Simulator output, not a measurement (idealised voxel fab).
process module | voxel quadruple lines
cross-section cut | 295 nm wide | cells 5 nm
A cross-section is a grid of square cells, given in bands from the top down. A band is one or more rows of cells.
Each band's line starts with the height of the band's top and of its bottom, in nm. Then come its materials from left to right, each with its width in nm. One material with "throughout" fills the band from edge to edge. "air" is empty space.
Height 0 is the level under which the wafer as received is all one material. The lowest band goes on downwards, as in "0 down".
A width such as "30 to 40" changes by the same amount from each row of cells to the next, from the band's top row to its bottom row.
"no change" after a step means that no cell of the cross-section changed.
closed voids: empty space of 8 cells or more with no open way to the top, each as width x height at its distance from the left edge, in nm
after a step's settings: what the simulator itself notes on the step
overlay nm, on a step with a mask: how far to the right of its planned place the mask lay; to the left if negative
plan
1 op RECEIVE | material Si
2 op CONFORMAL_DEP | material Al2O3 | thk nm 5
3 op DIRECTIONAL_DEP | material TiN | thk nm 15
4 op DIRECTIONAL_DEP | material polySi | thk nm 20
5 op DIRECTIONAL_DEP | material aC | thk nm 20
6 op PATTERN | tone cover | mask id MANDREL | material resist | width nm 30 | thk nm 30 | overlay nm 0
7 op DIRECTIONAL_ETCH | etch materials aC | depth nm 20
8 op STRIP | etch materials resist
9 op CONFORMAL_DEP | material SiO2 | thk nm 10
10 op DIRECTIONAL_ETCH | etch materials SiO2 | depth nm 10
11 op STRIP | etch materials aC
12 op DIRECTIONAL_ETCH | etch materials polySi | depth nm 20
13 op STRIP | etch materials SiO2
14 op CONFORMAL_DEP | material SiCN | thk nm 10
15 op DIRECTIONAL_ETCH | etch materials SiCN | depth nm 10
16 op STRIP | etch materials polySi
17 op DIRECTIONAL_ETCH | etch materials TiN | depth nm 15
18 op STRIP | etch materials SiCN
as received, after step 1
  0 down: Si throughout
  closed voids: none
a wafer at the end: this start, this plan, one mistake
  20 to 5: air 110 | TiN 10 | air 10 | TiN 10 | air 15 | TiN 10 | air 10 | TiN 10 | air 110
  5 to 0: Al2O3 throughout
  0 down: Si throughout
  closed voids: none
what went wrong: step 6 ran as: op PATTERN | tone cover | mask id MANDREL | material resist | width nm 35 | thk nm 30 | overlay nm 0
